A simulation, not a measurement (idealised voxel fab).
Proc. module: voxel self aligned vias
FYI the section here is cut, 225 nm wide, cells are 5 nm squares.
We lay out every cross-section as a grid of square cells and spell it out in bands from the top down, where one band means one or more rows of cells. Heads up on the band format: heights come first, top then bottom, in nm. After that it's the materials left to right, each with its width in nm. A single material flagged "full width" fills the whole band edge to edge, and "air" means there's empty space there. Measure heights from 0. That's the level where, below it, the as-received wafer is all one material. The lowest band is bottomless and extends downward; write it as in "z 0 and below". The width entry "30..40" should be interpreted row by row: the top row of cells in the band takes the first number, the bottom row takes the second number, and the change between adjacent rows is uniform throughout. Basically "remained the same" means that step didn't change any cell in the cross-section. Look at "Non-vented voids" for the closed voids: empty spaces with no open path to the top, sized 8 cells or up. Each is width x height at distance, distance from the left edge, all nm. Post-settings text on a step line: simulator's own remark regarding the step. overlay nm: on a step with a mask, how far right of its planned place the mask lay; negative means left.

THE STEPS PLANNED FOR THE PROCESS ARE AS FOLLOWS
- 1: op RECEIVE | material Si
- 2: op CONFORMAL_DEP | material SiO2 | thk nm 15
- 3: op CONFORMAL_DEP | material SiCN | thk nm 5
- 4: op DIRECTIONAL_DEP | material lowk | thk nm 30
- 5: op PATTERN | tone open | mask id LINES | material resist | width nm 25 | pitch nm 65 | thk nm 20 | overlay nm 0
- 6: op DIRECTIONAL_ETCH | etch materials lowk | depth nm 30
- 7: op STRIP | etch materials resist
- 8: op CONFORMAL_DEP | material TiN | thk nm 5
- 9: op FILL_DEP | material Ru | thk nm 10
- 10: op CMP | height nm 50
- 11: op SELECTIVE_ETCH | etch materials W Ru TiN | depth nm 10
- 12: op FILL_DEP | material SiN | thk nm 10
- 13: op CMP | height nm 50
- 14: op DIRECTIONAL_DEP | material lowk | thk nm 15
- 15: op MASKED_ETCH | tone open | mask id VIAS | width nm 35 | pitch nm 65 | etch materials lowk | depth nm 15 | overlay nm 0
- 16: op MASKED_ETCH | tone open | mask id VIAS | width nm 35 | pitch nm 65 | etch materials SiN | depth nm 10 | overlay nm 0
- 17: op CONFORMAL_DEP | material TiN | thk nm 5
- 18: op FILL_DEP | material Ru | thk nm 10
- 19: op CMP | height nm 65
- 20: op CONFORMAL_DEP | material SiCN | thk nm 5

STEP 1 COMPLETE: CROSS-SECTION OF THE WAFER AS RECEIVED
* z 0 and below  Si full width
* Non-vented voids: none

FIRST OF TWO WAFERS, END-OF-MODULE SECTION, RUN FOLLOWED PLAN
* z 70 to 65  SiCN full width
* z 65 to 55  60 of lowk, 5 of TiN, 25 of Ru, 5 of TiN, 30 of lowk, 5 of TiN, 25 of Ru, 5 of TiN, 65 of lowk
* z 55 to 45  60..65 of lowk, 10..5 of TiN, 15 of Ru, 10..5 of TiN, 30..40 of lowk, 10..5 of TiN, 15 of Ru, 10..5 of TiN, 65..70 of lowk
* z 45 to 40  65 of lowk, 25 of TiN, 40 of lowk, 25 of TiN, 70 of lowk
* z 40 to 25  65 of lowk, 5 of TiN, 15 of Ru, 5 of TiN, 40 of lowk, 5 of TiN, 15 of Ru, 5 of TiN, 70 of lowk
* z 25 to 20  65 of lowk, 25 of TiN, 40 of lowk, 25 of TiN, 70 of lowk
* z 20 to 15  SiCN full width
* z 15 to 0  SiO2 full width
* z 0 and below  Si full width
* Non-vented voids: none

MODULE END: CROSS-SECTION OF WAFER TWO OF TWO. SAME START AND PROCESS PLAN AS THE FIRST WAFER. ONE MISTAKE DURING EXECUTION
* z 70 to 65  SiCN full width
* z 65 to 55  60 of lowk, 5 of TiN, 25 of Ru, 5 of TiN, 30 of lowk, 5 of TiN, 25 of Ru, 5 of TiN, 65 of lowk
* z 55 to 45  60..65 of lowk, 10..5 of TiN, 15 of Ru, 10..5 of TiN, 30..40 of lowk, 10..5 of TiN, 15 of Ru, 10..5 of TiN, 65..70 of lowk
* z 45 to 40  65 of lowk, 25 of TiN, 40 of lowk, 25 of TiN, 70 of lowk
* z 40 to 25  65 of lowk, 5 of TiN, 15 of Ru, 5 of TiN, 40 of lowk, 5 of TiN, 15 of Ru, 5 of TiN, 70 of lowk
* z 25 to 20  65 of lowk, 25 of TiN, 40 of lowk, 25 of TiN, 70 of lowk
* z 20 to 5  SiO2 full width
* z 5 to 0  SiCN full width
* z 0 and below  Si full width
* Non-vented voids: none
Here's what went sideways: contrary to the plan, steps 2 and 3 were processed in exchanged order
Comparing end states, the material composition by cell count is preserved from the first wafer to the second, while the locations of the cells are not.
